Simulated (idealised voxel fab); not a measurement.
This is a process module. Its name is voxel trench capacitor.
250 nm wide, 5 nm square cells: that's cross-section cut.
For the purposes of this document, a cross-section shall be understood as a grid of square cells, specified as bands listed in top-to-bottom order, each band consisting of one or more rows of cells.
For a band, the entry starts with two heights in nm, that of the top and then that of the bottom, and carries on with the band's materials in order from left to right, each alongside its width in nm; the word "edge to edge" beside a single material means it fills the band edge to edge, and "blank" means empty space.
We count height from 0. Below that, the starting wafer is all one material. The lowest band never ends at the bottom but goes on down; see "0 -> down" for how that is written.
You'd read "30->40" like this: the band's top row of cells is as wide as the first number, its bottom row is as wide as the second, and going down, every row changes width by the same amount as the row before did.
Basically "nothing changed" means that step didn't change any cell in the cross-section.
Any empty space of 8 cells or more lacking an open way to the top shows up in "Enclosed cavities" as width x height at distance, distance from the left edge, in nm.
If you see something after the settings on a step's line, that's the simulator's own remark about that step.
overlay nm: mask offset rightward from planned place, masked step; negative means leftward offset.
### plan
step 1: RECEIVE,material Si
step 2: CONFORMAL_DEP,material SiN,thk nm 10
step 3: DIRECTIONAL_DEP,material aC,thk nm 15
step 4: PATTERN,tone open,mask id TRENCH,material resist,width nm 30,pitch nm 60,thk nm 35,overlay nm 0
step 5: DIRECTIONAL_ETCH,etch materials aC,depth nm 15
step 6: STRIP,etch materials resist
step 7: DIRECTIONAL_ETCH,etch materials SiN,depth nm 10
step 8: DIRECTIONAL_ETCH,etch materials Si,depth nm 25
step 9: STRIP,etch materials aC
step 10: CONFORMAL_DEP,material Al2O3,thk nm 5
step 11: CONFORMAL_DEP,material TiN,thk nm 5
step 12: FILL_DEP,material W,thk nm 5
step 13: CMP,height nm 10
### Cross-sectional view of the wafer in its as-received condition, corresponding to the state after step 1
* 0 -> down | Si edge to edge
* Enclosed cavities: none
### Cross-section, first of two wafers, end of module, run as planned
* 10 -> 0 | SiN 80  Al2O3 5  TiN 5  W 10  TiN 5  Al2O3 5  SiN 30  Al2O3 5  TiN 5  W 10  TiN 5  Al2O3 5  SiN 80
* 0 -> -15 | Si 80  Al2O3 5  TiN 5  W 10  TiN 5  Al2O3 5  Si 30  Al2O3 5  TiN 5  W 10  TiN 5  Al2O3 5  Si 80
* -15 -> -20 | Si 80  Al2O3 5  TiN 20  Al2O3 5  Si 30  Al2O3 5  TiN 20  Al2O3 5  Si 80
* -20 -> -25 | Si 80  Al2O3 30  Si 30  Al2O3 30  Si 80
* -25 -> down | Si edge to edge
* Enclosed cavities: none
### second wafer at the end: like start, like plan, one mistake
* 10 -> 0 | SiN 75  Al2O3 5  TiN 5  W 20  TiN 5  Al2O3 5  SiN 20  Al2O3 5  TiN 5  W 20  TiN 5  Al2O3 5  SiN 75
* 0 -> -15 | Si 75  Al2O3 5  TiN 5  W 20  TiN 5  Al2O3 5  Si 20  Al2O3 5  TiN 5  W 20  TiN 5  Al2O3 5  Si 75
* -15 -> -20 | Si 75  Al2O3 5  TiN 30  Al2O3 5  Si 20  Al2O3 5  TiN 30  Al2O3 5  Si 75
* -20 -> -25 | Si 75  Al2O3 40  Si 20  Al2O3 40  Si 75
* -25 -> down | Si edge to edge
* Enclosed cavities: none
Where did the run depart from the plan? step 4 went in with a setting other than planned; the actual run was PATTERN,tone open,mask id TRENCH,material resist,width nm 40,pitch nm 60,thk nm 35,overlay nm 0
Looking at both finished wafers in cells, the second ends up ahead of or behind the first on some materials: Al2O3 +4; Si -20; SiN -8; TiN +4; W +20
